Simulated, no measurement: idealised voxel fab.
process module | voxel self aligned vias
cross-section cut | 240 nm wide | cells 5 nm
A cross-section is a grid of square cells, given in bands from the top down. A band is one or more rows of cells.
Each band's line starts with the height of the band's top and of its bottom, in nm. Then come its materials from left to right, each with its width in nm. One material with "throughout" fills the band from edge to edge. "air" is empty space.
Height 0 is the level under which the wafer as received is all one material. The lowest band goes on downwards, as in "0 down".
A width such as "30 to 40" changes by the same amount from each row of cells to the next, from the band's top row to its bottom row.
"no change" after a step means that no cell of the cross-section changed.
closed voids: empty space of 8 cells or more with no open way to the top, each as width x height at its distance from the left edge, in nm
after a step's settings: what the simulator itself notes on the step
overlay nm, on a step with a mask: how far to the right of its planned place the mask lay; to the left if negative
plan
1 op RECEIVE | material Si
2 op CONFORMAL_DEP | material SiO2 | thk nm 15
3 op CONFORMAL_DEP | material SiCN | thk nm 5
4 op DIRECTIONAL_DEP | material SiO2 | thk nm 25
5 op MASKED_ETCH | tone open | mask id LINES | width nm 30 | pitch nm 55 | etch materials SiO2 | depth nm 25 | overlay nm 0
6 op CONFORMAL_DEP | material TiN | thk nm 5
7 op FILL_DEP | material W | thk nm 10
8 op CMP | height nm 35
9 op SELECTIVE_ETCH | etch materials W Ru TiN | depth nm 5
10 op FILL_DEP | material SiN | thk nm 10
11 op CMP | height nm 45
12 op DIRECTIONAL_DEP | material SiO2 | thk nm 20
13 op MASKED_ETCH | tone open | mask id VIAS | width nm 40 | pitch nm 55 | etch materials SiO2 | depth nm 20 | overlay nm 0
14 op MASKED_ETCH | tone open | mask id VIAS | width nm 40 | pitch nm 55 | etch materials SiN | depth nm 5 | overlay nm 0
15 op CONFORMAL_DEP | material TiN | thk nm 5
16 op FILL_DEP | material W | thk nm 10
17 op CMP | height nm 65
18 op CONFORMAL_DEP | material SiCN | thk nm 5
varied across the wafers: height nm of step 8. The plan shows the first wafer's value. All wafers start alike
first wafer as received, after step 1
  0 down: Si throughout
  closed voids: none
first wafer at the end, after step 18
  70 to 65: SiCN throughout
  65 to 45: SiO2 70 | TiN 5 | W 30 | TiN 5 | SiO2 15 | TiN 5 | W 30 | TiN 5 | SiO2 75
  45 to 40: SiN 70 | TiN 40 | SiN 15 | TiN 40 | SiN 75
  40 to 35: SiN throughout
  35 to 30: SiO2 75 | SiN 30 | SiO2 25 | SiN 30 | SiO2 80
  30 to 25: SiO2 75 | TiN 5 | W 20 | TiN 5 | SiO2 25 | TiN 5 | W 20 | TiN 5 | SiO2 80
  25 to 20: SiO2 75 | TiN 30 | SiO2 25 | TiN 30 | SiO2 80
  20 to 15: SiCN throughout
  15 to 0: SiO2 throughout
  0 down: Si throughout
  closed voids: none
last wafer at the end
  70 to 65: SiCN throughout
  65 to 50: SiO2 70 | TiN 5 | W 30 | TiN 5 | SiO2 15 | TiN 5 | W 30 | TiN 5 | SiO2 75
  50 to 45: SiO2 70 | TiN 40 | SiO2 15 | TiN 40 | SiO2 75
  45 to 25: SiO2 75 | TiN 5 | W 20 | TiN 5 | SiO2 25 | TiN 5 | W 20 | TiN 5 | SiO2 80
  25 to 20: SiO2 75 | TiN 30 | SiO2 25 | TiN 30 | SiO2 80
  20 to 15: SiCN throughout
  15 to 0: SiO2 throughout
  0 down: Si throughout
  closed voids: none
each wafer at the end: cells of each material gained (+) or lost (-) since it was received, then its closed voids
height nm 35 | +96 SiCN | +92 SiN | +380 SiO2 | +48 TiN | +56 W | closed voids: none
height nm 40 | +96 SiCN | +44 SiN | +416 SiO2 | +52 TiN | +64 W | closed voids: none
height nm 45 | +96 SiCN | +452 SiO2 | +56 TiN | +68 W | closed voids: none
height nm 50 | +96 SiCN | +452 SiO2 | +56 TiN | +68 W | closed voids: none
height nm 55 | +96 SiCN | +452 SiO2 | +56 TiN | +68 W | closed voids: none
height nm 60 | +96 SiCN | +452 SiO2 | +56 TiN | +68 W | closed voids: none
